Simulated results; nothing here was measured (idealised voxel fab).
The following is a process module called voxel quadruple lines.
Pictured: cross-section cut, 265 nm wide, on a grid of 5 nm square cells.
Cross-sections here: square-cell grids, written as top-down lists of bands, a band being one or more rows of cells. What a band's entry tells you: where the top is and where the bottom is, as heights in nm, and after that what lies inside, material by material from left to right, each with its width in nm. Empty space is written as the word "air", and a single material marked with the word "all across" occupies the band from edge to edge. Heads up on the height convention: 0 is the point under which the incoming wafer is all one material, and the lowest band has no bottom, it just keeps going down, like "top 0, no bottom". Think of "30->40" as a width that walks from the first number to the second as you go down the band, top row to bottom row, taking equal-sized steps from row to row. Key: "no modifications" - step with no changed cell in the cross-section. Entry "Closed cavity list" = empty spaces >= 8 cells with no open way to the top; each as width x height at distance, distance from left edge, all nm. Post-settings text on a step line: simulator's own remark regarding the step. A step's line can hold "overlay nm"; with a mask on that step, the setting says how far right of the planned place the mask lay, while a negative setting says it lay to the left.

PROCESS STEPS (PLANNED)
- 1: RECEIVE with material Si
- 2: CONFORMAL_DEP with material Al2O3, thk nm 5
- 3: DIRECTIONAL_DEP with material Ru, thk nm 15
- 4: DIRECTIONAL_DEP with material polySi, thk nm 20
- 5: DIRECTIONAL_DEP with material aC, thk nm 20
- 6: PATTERN with tone cover, mask id MANDREL, material resist, width nm 20, thk nm 25, overlay nm 0
- 7: DIRECTIONAL_ETCH with etch materials aC, depth nm 20
- 8: STRIP with etch materials resist
- 9: CONFORMAL_DEP with material SiO2, thk nm 10
- 10: DIRECTIONAL_ETCH with etch materials SiO2, depth nm 10
- 11: STRIP with etch materials aC
- 12: DIRECTIONAL_ETCH with etch materials polySi, depth nm 20
- 13: STRIP with etch materials SiO2
- 14: CONFORMAL_DEP with material SiN, thk nm 5
- 15: DIRECTIONAL_ETCH with etch materials SiN, depth nm 5
- 16: STRIP with etch materials polySi
- 17: DIRECTIONAL_ETCH with etch materials Ru, depth nm 15
- 18: STRIP with etch materials SiN

FIRST OF THE TWO WAFERS, RUN PER PLAN

CROSS-SECTION OF THE WAFER UPON ARRIVAL, REPRESENTING THE STATE REACHED AFTER STEP 1
top 0, no bottom: Si all across
Closed cavity list: none

CROSS-SECTION THROUGH THE WAFER, STEP 2 FINISHED
top 5, bottom 0: Al2O3 all across
Anything lower than 0 is untouched.

CROSS-SECTION THROUGH THE WAFER, STEP 3 FINISHED
top 20, bottom 5: Ru all across
Anything lower than 5 is untouched.

CROSS-SECTION THROUGH THE WAFER, STEP 4 FINISHED
top 40, bottom 20: polySi all across
Anything lower than 20 is untouched.

CROSS-SECTION THROUGH THE WAFER, STEP 5 FINISHED
top 60, bottom 40: aC all across
Anything lower than 40 is untouched.

CROSS-SECTION THROUGH THE WAFER, STEP 6 FINISHED
top 85, bottom 60: air: 120 / resist: 20 / air: 125
Anything lower than 60 is untouched.

CROSS-SECTION THROUGH THE WAFER, STEP 7 FINISHED
top 65, bottom 60: air: 120 / resist: 20 / air: 125
top 60, bottom 40: air: 120 / aC: 20 / air: 125
Anything lower than 40 is untouched.

CROSS-SECTION THROUGH THE WAFER, STEP 8 FINISHED
top 60, bottom 40: air: 120 / aC: 20 / air: 125
Anything lower than 40 is untouched.

CROSS-SECTION THROUGH THE WAFER, STEP 9 FINISHED
top 70, bottom 60: air: 110 / SiO2: 40 / air: 115
top 60, bottom 50: air: 110 / SiO2: 10 / aC: 20 / SiO2: 10 / air: 115
top 50, bottom 40: SiO2: 120 / aC: 20 / SiO2: 125
Anything lower than 40 is untouched.

CROSS-SECTION THROUGH THE WAFER, STEP 10 FINISHED
top 60, bottom 40: air: 110 / SiO2: 10 / aC: 20 / SiO2: 10 / air: 115
Anything lower than 40 is untouched.

CROSS-SECTION THROUGH THE WAFER, STEP 11 FINISHED
top 60, bottom 40: air: 110 / SiO2: 10 / air: 20 / SiO2: 10 / air: 115
Anything lower than 40 is untouched.

CROSS-SECTION THROUGH THE WAFER, STEP 12 FINISHED
top 60, bottom 40: air: 110 / SiO2: 10 / air: 20 / SiO2: 10 / air: 115
top 40, bottom 20: air: 110 / polySi: 10 / air: 20 / polySi: 10 / air: 115
Anything lower than 20 is untouched.

CROSS-SECTION THROUGH THE WAFER, STEP 13 FINISHED
top 40, bottom 20: air: 110 / polySi: 10 / air: 20 / polySi: 10 / air: 115
Anything lower than 20 is untouched.

CROSS-SECTION THROUGH THE WAFER, STEP 14 FINISHED
top 45, bottom 40: air: 105 / SiN: 20 / air: 10 / SiN: 20 / air: 110
top 40, bottom 25: air: 105 / SiN: 5 / polySi: 10 / SiN: 5 / air: 10 / SiN: 5 / polySi: 10 / SiN: 5 / air: 110
top 25, bottom 20: SiN: 110 / polySi: 10 / SiN: 20 / polySi: 10 / SiN: 115
Anything lower than 20 is untouched.

CROSS-SECTION THROUGH THE WAFER, STEP 15 FINISHED
top 40, bottom 20: air: 105 / SiN: 5 / polySi: 10 / SiN: 5 / air: 10 / SiN: 5 / polySi: 10 / SiN: 5 / air: 110
Anything lower than 20 is untouched.

CROSS-SECTION THROUGH THE WAFER, STEP 16 FINISHED
top 40, bottom 20: air: 105 / SiN: 5 / air: 10 / SiN: 5 / air: 10 / SiN: 5 / air: 10 / SiN: 5 / air: 110
Anything lower than 20 is untouched.

CROSS-SECTION THROUGH THE WAFER, STEP 17 FINISHED
top 40, bottom 20: air: 105 / SiN: 5 / air: 10 / SiN: 5 / air: 10 / SiN: 5 / air: 10 / SiN: 5 / air: 110
top 20, bottom 5: air: 105 / Ru: 5 / air: 10 / Ru: 5 / air: 10 / Ru: 5 / air: 10 / Ru: 5 / air: 110
Anything lower than 5 is untouched.

CROSS-SECTION THROUGH THE WAFER, STEP 18 FINISHED
top 20, bottom 5: air: 105 / Ru: 5 / air: 10 / Ru: 5 / air: 10 / Ru: 5 / air: 10 / Ru: 5 / air: 110
Anything lower than 5 is untouched.

WAFER TWO: LIKE WAFER ONE IN START AND PLAN, BUT WITH ONE MISTAKE IN EXECUTION; IDENTICAL UP TO AND INCLUDING STEP 13

CROSS-SECTIONAL VIEW OF THE SECOND WAFER AT THE INTENDED END TIME OF PROCESS STEP 14
top 45, bottom 40: air: 105 / aC: 20 / air: 10 / aC: 20 / air: 110
top 40, bottom 25: air: 105 / aC: 5 / polySi: 10 / aC: 5 / air: 10 / aC: 5 / polySi: 10 / aC: 5 / air: 110
top 25, bottom 20: aC: 110 / polySi: 10 / aC: 20 / polySi: 10 / aC: 115
Anything lower than 20 is untouched.

Cross-sectional view of the second wafer at the intended end time of process step 15: no modifications

Cross-sectional view of the second wafer at the intended end time of process step 16: no modifications

Cross-sectional view of the second wafer at the intended end time of process step 17: no modifications

Cross-sectional view of the second wafer at the intended end time of process step 18: no modifications
Plan not followed: not per plan at step 14, really ran CONFORMAL_DEP with material aC, thk nm 5
In the final state, the cell counts of the second wafer exceed or fall short of those of the first for the following materials: 147 more of Ru, 69 more of aC, 16 more of polySi
